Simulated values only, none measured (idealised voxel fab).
Process module heading - voxel air gaps
The width of the displayed cross-section, cut, is 250 nm; its cells are square, with a size of 5 nm.
When this document writes out a cross-section, it uses a grid of square cells and lists it as bands, beginning at the top and moving down, with a band standing for one or more rows of cells.
It is stipulated that each band's entry specify, in nanometres, the height of the top of the band and then that of its bottom, followed by the materials of the band in left-to-right sequence, each together with its width in nanometres. A single material marked by the word "everywhere" is understood to fill the band from edge to edge; the word "empty" is understood to denote empty space.
Counting heights begins at 0, where everything beneath is, in the wafer as received, one material. The lowest band has no bottom; it goes on downwards, as "0 nm and below" shows.
A width given as "30->40" starts at the first number in the band's top row and ends at the second number in its bottom row, shifting by an equal amount at every step from row to row.
Key: "remains unaltered" - step with no changed cell in the cross-section.
"Closed voids list" enumerates empty spaces isolated from the top, with no open way to it, that contain at least 8 cells, giving each as width x height at distance from the left edge, all three in nm.
Anything after a step's settings on that line? It's the simulator's own note about the step.
For masked steps, "overlay nm" on the step line gives how far right of plan the mask actually lay; a minus sign means it lay to the left.
-- The process steps that were planned are listed below
| 1 | RECEIVE with material Si |
| 2 | CONFORMAL_DEP with material SiO2, thk nm 10 |
| 3 | CONFORMAL_DEP with material SiN, thk nm 5 |
| 4 | DIRECTIONAL_DEP with material SiO2, thk nm 35 |
| 5 | DIRECTIONAL_DEP with material aC, thk nm 10 |
| 6 | PATTERN with tone open, mask id LINES, material resist, width nm 15, pitch nm 45, thk nm 25, overlay nm 0 |
| 7 | DIRECTIONAL_ETCH with etch materials aC, depth nm 10 |
| 8 | STRIP with etch materials resist |
| 9 | DIRECTIONAL_ETCH with etch materials SiO2, depth nm 35 |
| 10 | STRIP with etch materials aC |
| 11 | CONFORMAL_DEP with material TiN, thk nm 5 |
| 12 | FILL_DEP with material W, thk nm 5 |
| 13 | CMP with height nm 50 |
| 14 | EPI with material Ru, thk nm 10 |
| 15 | SELECTIVE_ETCH with etch materials SiO2, depth nm 45 |
| 16 | CONFORMAL_DEP with material SiN, thk nm 5 |
-- So this is the incoming wafer in cross-section - it's already been through step 1
- 0 nm and below  Si everywhere
- Closed voids list: none
-- Cross-section at module end, one run error; start and plan unchanged from above
- 65 nm to 60 nm  empty (55); SiN (135); empty (60)
- 60 nm to 50 nm  empty (55); SiN (5); Ru (35); SiN (10); Ru (35); SiN (10); Ru (35); SiN (5); empty (60)
- 50 nm to 45 nm  empty (55); SiN (15); TiN (5); W (5); TiN (5); SiN (30); TiN (5); W (5); TiN (5); SiN (30); TiN (5); W (5); TiN (5); SiN (15); empty (60)
- 45 nm to 20 nm  empty (65); SiN (5); TiN (5); W (5); TiN (5); SiN (5); empty (20); SiN (5); TiN (5); W (5); TiN (5); SiN (5); empty (20); SiN (5); TiN (5); W (5); TiN (5); SiN (5); empty (70)
- 20 nm to 15 nm  SiN (70); TiN (15); SiN (30); TiN (15); SiN (30); TiN (15); SiN (75)
- 15 nm to 10 nm  TiN everywhere
- 10 nm to 0 nm  SiO2 everywhere
- 0 nm and below  Si everywhere
- Closed voids list: 20 x 25 at 90; 20 x 25 at 135
So what did we get wrong on this run? heads up, step 3 didn't go per plan, it actually ran as CONFORMAL_DEP with material TiN, thk nm 5
